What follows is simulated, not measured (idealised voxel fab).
Proc. module: voxel fin reveal
Square cells of 5 nm make up the cross-section cut, whose width is 295 nm.
If you're reading a cross-section in this doc, picture square cells in a grid; it comes to you as bands, top ones listed first down to the bottom, and a band can be one or more rows of cells. Look at the band entry: it leads with the top's height and the bottom's height in nm. Then it lists the materials left to right, with a width in nm for each. The word "throughout" on a single material says that material fills the band edge to edge. The word "air" is empty space. Heads up on the height convention: 0 is the point under which the incoming wafer is all one material, and the lowest band has no bottom, it just keeps going down, like "0..down". A two-number width, for instance "30..40", indicates that the width is equal to the first number in the top row of the band and to the second number in the bottom row, and that it changes by a constant amount per row of cells. What does "nothing altered" mean for a step? It means no cell of the cross-section changed in that step. Basically, "Closed void register" tells you about the enclosed voids: empty spaces with no open way to the top, 8 cells or bigger, each written width x height at distance, where distance is from the left edge, all in nm. That trailing text on a step's line, after the settings, is the simulator's own remark on the step. What "overlay nm" on a step's line means: if the step has a mask, that mask lay this far to the right of its planned place, or, when the value is negative, to the left.
Listed below are the process steps as planned:
1,RECEIVE: material Si
2,CONFORMAL_DEP: material SiN, thk nm 10
3,PATTERN: tone cover, mask id FINS, material resist, width nm 15, pitch nm 40, thk nm 20, overlay nm 0
4,DIRECTIONAL_ETCH: etch materials SiN, depth nm 10
5,DIRECTIONAL_ETCH: etch materials Si, depth nm 30
6,STRIP: etch materials resist
7,FILL_DEP: material SiO2, thk nm 5
8,CMP: height nm 10
9,SELECTIVE_ETCH: etch materials SiO2, depth nm 25
10,STRIP: etch materials SiN
11,CONFORMAL_DEP: material SiO2, thk nm 5
Cross-section of the wafer at receipt, which is the condition after step 1:
- 0..down  Si throughout
- Closed void register: none
The module was run from the start shown above using the plan shown above, but one mistake was made doing it; the resulting wafer cross-section is below:
- 5..0  SiO2 105; air 5; SiO2 35; air 5; SiO2 35; air 5; SiO2 105
- 0..-10  Si 100; SiO2 5; air 5; SiO2 5; Si 25; SiO2 5; air 5; SiO2 5; Si 25; SiO2 5; air 5; SiO2 5; Si 100
- -10..-30  Si 100; SiO2 15; Si 25; SiO2 15; Si 25; SiO2 15; Si 100
- -30..down  Si throughout
- Closed void register: none
So what did we get wrong on this run? contrary to plan, step 3 was performed as PATTERN: tone open, mask id FINS, material resist, width nm 15, pitch nm 40, thk nm 20, overlay nm 0
